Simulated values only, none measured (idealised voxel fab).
process module | voxel tone inversion
cross-section cut | 215 nm wide | cells 5 nm
A cross-section is a grid of square cells, given in bands from the top down. A band is one or more rows of cells.
Each band's line starts with the height of the band's top and of its bottom, in nm. Then come its materials from left to right, each with its width in nm. One material with "throughout" fills the band from edge to edge. "air" is empty space.
Height 0 is the level under which the wafer as received is all one material. The lowest band goes on downwards, as in "0 down".
A width such as "30 to 40" changes by the same amount from each row of cells to the next, from the band's top row to its bottom row.
"no change" after a step means that no cell of the cross-section changed.
closed voids: empty space of 8 cells or more with no open way to the top, each as width x height at its distance from the left edge, in nm
after a step's settings: what the simulator itself notes on the step
overlay nm, on a step with a mask: how far to the right of its planned place the mask lay; to the left if negative
plan
1 op RECEIVE | material Si
2 op CONFORMAL_DEP | material SiN | thk nm 5
3 op DIRECTIONAL_DEP | material aC | thk nm 15
4 op PATTERN | tone cover | mask id POSTS | material resist | width nm 20 | pitch nm 50 | thk nm 20 | overlay nm 0
5 op DIRECTIONAL_ETCH | etch materials aC | depth nm 15
6 op STRIP | etch materials resist
7 op FILL_DEP | material lowk | thk nm 5
8 op CMP | height nm 20
9 op STRIP | etch materials aC
first wafer, as planned
as received, after step 1
  0 down: Si throughout
  closed voids: none
after step 2
  5 to 0: SiN throughout
  below 0: unchanged
after step 3
  20 to 5: aC throughout
  below 5: unchanged
after step 4
  40 to 20: air 20 | resist 20 | air 30 | resist 20 | air 30 | resist 20 | air 30 | resist 20 | air 25
  below 20: unchanged
after step 5
  25 to 20: air 20 | resist 20 | air 30 | resist 20 | air 30 | resist 20 | air 30 | resist 20 | air 25
  20 to 5: air 20 | aC 20 | air 30 | aC 20 | air 30 | aC 20 | air 30 | aC 20 | air 25
  below 5: unchanged
after step 6
  20 to 5: air 20 | aC 20 | air 30 | aC 20 | air 30 | aC 20 | air 30 | aC 20 | air 25
  below 5: unchanged
after step 7
  25 to 20: lowk throughout
  20 to 5: lowk 20 | aC 20 | lowk 30 | aC 20 | lowk 30 | aC 20 | lowk 30 | aC 20 | lowk 25
  below 5: unchanged
after step 8
  20 to 5: lowk 20 | aC 20 | lowk 30 | aC 20 | lowk 30 | aC 20 | lowk 30 | aC 20 | lowk 25
  below 5: unchanged
after step 9
  20 to 5: lowk 20 | air 20 | lowk 30 | air 20 | lowk 30 | air 20 | lowk 30 | air 20 | lowk 25
  below 5: unchanged
second wafer: like start, like plan, one mistake. Through step 5 it matches the first wafer
when step 6 should have ended
  20 to 5: air 20 | aC 20 | air 30 | aC 20 | air 30 | aC 20 | air 30 | aC 20 | air 25
  below 5: unchanged
when step 7 should have ended
  25 to 20: lowk throughout
  20 to 5: lowk 20 | aC 20 | lowk 30 | aC 20 | lowk 30 | aC 20 | lowk 30 | aC 20 | lowk 25
  below 5: unchanged
when step 8 should have ended
  20 to 5: lowk 20 | aC 20 | lowk 30 | aC 20 | lowk 30 | aC 20 | lowk 30 | aC 20 | lowk 25
  below 5: unchanged
when step 9 should have ended
  20 to 5: lowk 20 | air 20 | lowk 30 | air 20 | lowk 30 | air 20 | lowk 30 | air 20 | lowk 25
  below 5: unchanged
what went wrong: step 6 was run twice
at the end the two cross-sections are the same: no effect in what this model computes
